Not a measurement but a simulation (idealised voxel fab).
process module | voxel transistor to metal
cross-section cut | 285 nm wide | cells 5 nm
A cross-section is a grid of square cells, given in bands from the top down. A band is one or more rows of cells.
Each band's line starts with the height of the band's top and of its bottom, in nm. Then come its materials from left to right, each with its width in nm. One material with "throughout" fills the band from edge to edge. "air" is empty space.
Height 0 is the level under which the wafer as received is all one material. The lowest band goes on downwards, as in "0 down".
A width such as "30 to 40" changes by the same amount from each row of cells to the next, from the band's top row to its bottom row.
"no change" after a step means that no cell of the cross-section changed.
closed voids: empty space of 8 cells or more with no open way to the top, each as width x height at its distance from the left edge, in nm
after a step's settings: what the simulator itself notes on the step
overlay nm, on a step with a mask: how far to the right of its planned place the mask lay; to the left if negative
plan
1 op RECEIVE | material Si
2 op OXIDIZE | depth nm 5
3 op CONFORMAL_DEP | material SiN | thk nm 10
4 op DIRECTIONAL_DEP | material aC | thk nm 15
5 op PATTERN | tone cover | mask id ACTIVE | material resist | width nm 105 | pitch nm 130 | thk nm 30 | overlay nm 0
6 op DIRECTIONAL_ETCH | etch materials aC | depth nm 15
7 op STRIP | etch materials resist
8 op DIRECTIONAL_ETCH | etch materials SiN | depth nm 10
9 op DIRECTIONAL_ETCH | etch materials SiO2 | depth nm 5
10 op DIRECTIONAL_ETCH | etch materials Si | depth nm 20
11 op STRIP | etch materials aC
12 op FILL_DEP | material SiO2 | thk nm 5
13 op CMP | height nm 10
14 op SELECTIVE_ETCH | etch materials SiO2 | depth nm 10
15 op STRIP | etch materials SiN
16 op SELECTIVE_ETCH | etch materials SiO2 | depth nm 5
17 op OXIDIZE | depth nm 5
18 op DIRECTIONAL_DEP | material polySi | thk nm 20
19 op DIRECTIONAL_DEP | material SiCN | thk nm 10
20 op PATTERN | tone cover | mask id GATE | material resist | width nm 35 | pitch nm 130 | thk nm 15 | overlay nm 0
21 op DIRECTIONAL_ETCH | etch materials SiCN | depth nm 20
22 op DIRECTIONAL_ETCH | etch materials polySi | depth nm 30
23 op STRIP | etch materials resist
24 op CONFORMAL_DEP | material SiN | thk nm 10
25 op DIRECTIONAL_ETCH | etch materials SiN | depth nm 10
26 op DIRECTIONAL_ETCH | etch materials SiO2 | depth nm 5
27 op DIRECTIONAL_ETCH | etch materials Si | depth nm 10
28 op EPI | material pSi | thk nm 15
29 op FILL_DEP | material SiO2 | thk nm 5
30 op CMP | height nm 15
31 op STRIP | etch materials polySi
32 op SELECTIVE_ETCH | etch materials SiO2 | depth nm 5
33 op CONFORMAL_DEP | material HfO2 | thk nm 5
34 op CONFORMAL_DEP | material TiN | thk nm 5
35 op FILL_DEP | material W | thk nm 10
36 op CMP | height nm 10
37 op DIRECTIONAL_DEP | material SiO2 | thk nm 10
38 op MASKED_ETCH | tone open | mask id CONTACT | width nm 15 | etch materials SiO2 | depth nm 25 | overlay nm 0
39 op CONFORMAL_DEP | material TiN | thk nm 5
40 op FILL_DEP | material W | thk nm 10
41 op CMP | height nm 20
42 op DIRECTIONAL_DEP | material TiN | thk nm 5
43 op DIRECTIONAL_DEP | material W | thk nm 25
44 op PATTERN | tone cover | mask id METAL_1 | material resist | width nm 15 | thk nm 15 | overlay nm 0
45 op DIRECTIONAL_ETCH | etch materials W | depth nm 25
46 op DIRECTIONAL_ETCH | etch materials TiN | depth nm 5
47 op STRIP | etch materials resist
48 op CONFORMAL_DEP | material SiN | thk nm 5
49 op FILL_DEP | material lowk | thk nm 5
50 op CMP | height nm 50
51 op CONFORMAL_DEP | material SiCN | thk nm 5
52 op DIRECTIONAL_DEP | material lowk | thk nm 25
53 op DIRECTIONAL_DEP | material aC | thk nm 10
54 op PATTERN | tone open | mask id METAL_2 | material resist | width nm 15 | pitch nm 130 | thk nm 25 | overlay nm 0
55 op DIRECTIONAL_ETCH | etch materials aC | depth nm 10
56 op STRIP | etch materials resist
57 op DIRECTIONAL_ETCH | etch materials lowk | depth nm 15
58 op STRIP | etch materials aC
59 op DIRECTIONAL_DEP | material aC | thk nm 15
60 op PATTERN | tone open | mask id METAL_2_HOLES | material resist | width nm 15 | pitch nm 130 | thk nm 35 | overlay nm 0
61 op DIRECTIONAL_ETCH | etch materials aC | depth nm 15
62 op STRIP | etch materials resist
63 op DIRECTIONAL_ETCH | etch materials lowk | depth nm 10
64 op DIRECTIONAL_ETCH | etch materials SiCN | depth nm 5
65 op STRIP | etch materials aC
66 op CONFORMAL_DEP | material TiN | thk nm 5
67 op FILL_DEP | material Cu | thk nm 10
68 op CMP | height nm 80
69 op CONFORMAL_DEP | material SiCN | thk nm 5
varied across the wafers: width nm of step 38. The plan shows the first wafer's value. All wafers start alike
first wafer as received, after step 1
  0 down: Si throughout
  closed voids: none
each wafer at the end: cells of each material gained (+) or lost (-) since it was received, then its closed voids
width nm 15 | +10 Cu | +30 HfO2 | -199 Si | +108 SiCN | +109 SiN | +211 SiO2 | +92 TiN | +80 W | +440 lowk | +88 pSi | closed voids: none
width nm 20 | +10 Cu | +30 HfO2 | -199 Si | +108 SiCN | +109 SiN | +195 SiO2 | +100 TiN | +88 W | +440 lowk | +88 pSi | closed voids: none
width nm 25 | +10 Cu | +30 HfO2 | -199 Si | +108 SiCN | +109 SiN | +179 SiO2 | +108 TiN | +96 W | +440 lowk | +88 pSi | closed voids: none
width nm 30 | +10 Cu | +30 HfO2 | -199 Si | +108 SiCN | +109 SiN | +165 SiO2 | +112 TiN | +106 W | +440 lowk | +88 pSi | closed voids: none
